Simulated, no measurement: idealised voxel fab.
The process module that follows is named voxel ribs on slabs.
The cross-section on display is named cut; it measures 285 nm wide, and its cells are 5 nm squares.
The cross-sections in this document take the form of a grid made of square cells. They are written out as bands, in order from top to bottom. Each band consists of one or more rows of cells.
Read a band's entry like this: the first values are the height of its top and the height of its bottom in nm, and what follows is the sequence of materials from left to right, each with its width in nm. Note that "empty" is empty space, and that a single material marked "throughout" reaches across the band from edge to edge.
Heights are reckoned from 0. Under this level, the received wafer is all of one material. The bottommost band is open-ended downward, for example "0 down".
When a width is written as two numbers, as in "30..40", the first number is the width in the top row of cells of the band and the second is the width in its bottom row, and the width changes by the same amount from each row to the next.
"nothing changed" (step): cross-section cells unchanged, all of them.
Heads up: "Unvented voids" only lists the empty pockets with no open path to the top that are 8 cells or more, and it writes them as width x height at distance, distance from the left edge, in nm.
On a step's line, text after the settings is the simulator commenting on that step.
On any step carrying a mask, the "overlay nm" setting, if present on the step's line, tells how far right of its planned place the mask lay; negative values point to the left.
plan
1) RECEIVE [material Si]
2) DIRECTIONAL_DEP [material SiO2] [thk nm 30]
3) DIRECTIONAL_DEP [material SiN] [thk nm 25]
4) DIRECTIONAL_DEP [material aC] [thk nm 10]
5) PATTERN [tone cover] [mask id RIB] [material resist] [width nm 30] [thk nm 25] [overlay nm 0]
6) DIRECTIONAL_ETCH [etch materials aC] [depth nm 10]
7) STRIP [etch materials resist]
8) DIRECTIONAL_ETCH [etch materials SiN] [depth nm 5]
9) STRIP [etch materials aC]
10) MASKED_ETCH [tone cover] [mask id SLAB] [width nm 60] [etch materials SiN] [depth nm 20] [overlay nm 0]
11) FILL_DEP [material SiO2] [thk nm 25]
12) CMP [height nm 70]
13) DIRECTIONAL_DEP [material TiN] [thk nm 10]
14) PATTERN [tone cover] [mask id HEATER] [material resist] [width nm 40] [thk nm 20] [overlay nm 0]
15) DIRECTIONAL_ETCH [etch materials TiN] [depth nm 10]
16) STRIP [etch materials resist]
17) CONFORMAL_DEP [material SiN] [thk nm 5]
Wafer as received: cross-section following step 1
	0 down | Si throughout
	Unvented voids: none
Final wafer profile in cross-section after the module, from the same start and plan as above, with one mistake made during processing
	85 to 80 | empty (115), SiN (50), empty (120)
	80 to 75 | empty (115), SiN (5), TiN (40), SiN (5), empty (120)
	75 to 70 | SiN (120), TiN (40), SiN (125)
	70 to 60 | SiO2 throughout
	60 to 40 | SiO2 (110), SiN (60), SiO2 (115)
	40 to 30 | aC throughout
	30 to 0 | SiO2 throughout
	0 down | Si throughout
	Unvented voids: none
Finding, execution versus plan: plan steps 3 and 4 run swapped
